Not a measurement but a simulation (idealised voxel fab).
Process module under the name voxel released beams
It is cross-section cut that appears here, measuring 250 nm in width, its square cells being 5 nm in size.
Bands, listed from the top down, are how a cross-section gets written in this document; the cross-section itself is a grid of square cells, and a band is one or more rows of them. Quick guide to a band line: top height, bottom height (nm) up front; then every material left to right with its width in nm. Only one material and it's marked "all across"? Then it fills the band edge to edge. And "blank" just means empty space. Measure heights from 0. That's the level where, below it, the as-received wafer is all one material. The lowest band is bottomless and extends downward; write it as in "0 -> down". The width entry "30 to 40" should be interpreted row by row: the top row of cells in the band takes the first number, the bottom row takes the second number, and the change between adjacent rows is uniform throughout. You'll sometimes find "no modification" written for a step, and that's the way of saying that nowhere in the cross-section did a cell change during that step. The entry "Enclosed void list" lists the empty spaces that cover at least 8 cells and have no open path to the top. Each is written as width x height at distance, where the distance is measured from the left edge and all three values are in nm. Whatever follows a step's settings on its line is a remark the simulator itself makes about that step. If you see "overlay nm" on a step's line and that step has a mask, it's telling you how far right of where it was planned the mask ended up; a negative number means it went left instead.
# Below is the list of planned process steps
- 1: RECEIVE with material Si
- 2: CONFORMAL_DEP with material SiN, thk nm 10
- 3: DIRECTIONAL_DEP with material SiO2, thk nm 15
- 4: MASKED_ETCH with tone open, mask id ANCHOR, width nm 35, etch materials SiO2, depth nm 15, overlay nm 0
- 5: CONFORMAL_DEP with material W, thk nm 15
- 6: PATTERN with tone cover, mask id BEAM, material resist, width nm 110, thk nm 15, overlay nm 0
- 7: DIRECTIONAL_ETCH with etch materials W, depth nm 15
- 8: STRIP with etch materials resist
- 9: STRIP with etch materials SiO2
# Cross-section of the wafer at receipt, which is the condition after step 1
* 0 -> down: Si all across
* Enclosed void list: none
# This is how the wafer looks in cross-section once the module is done, given the starting state and plan above and one mistake in carrying the plan out
* 40 -> 25: blank 65, W 25, blank 5, W 80, blank 75
* 25 -> 10: blank 75, W 35, blank 140
* 10 -> 0: SiN all across
* 0 -> down: Si all across
* Enclosed void list: none
Want to know what went wrong? step 4 was run on a setting that differed from the plan, and what really ran there is MASKED_ETCH with tone open, mask id ANCHOR, width nm 35, etch materials SiO2, depth nm 15, overlay nm 5
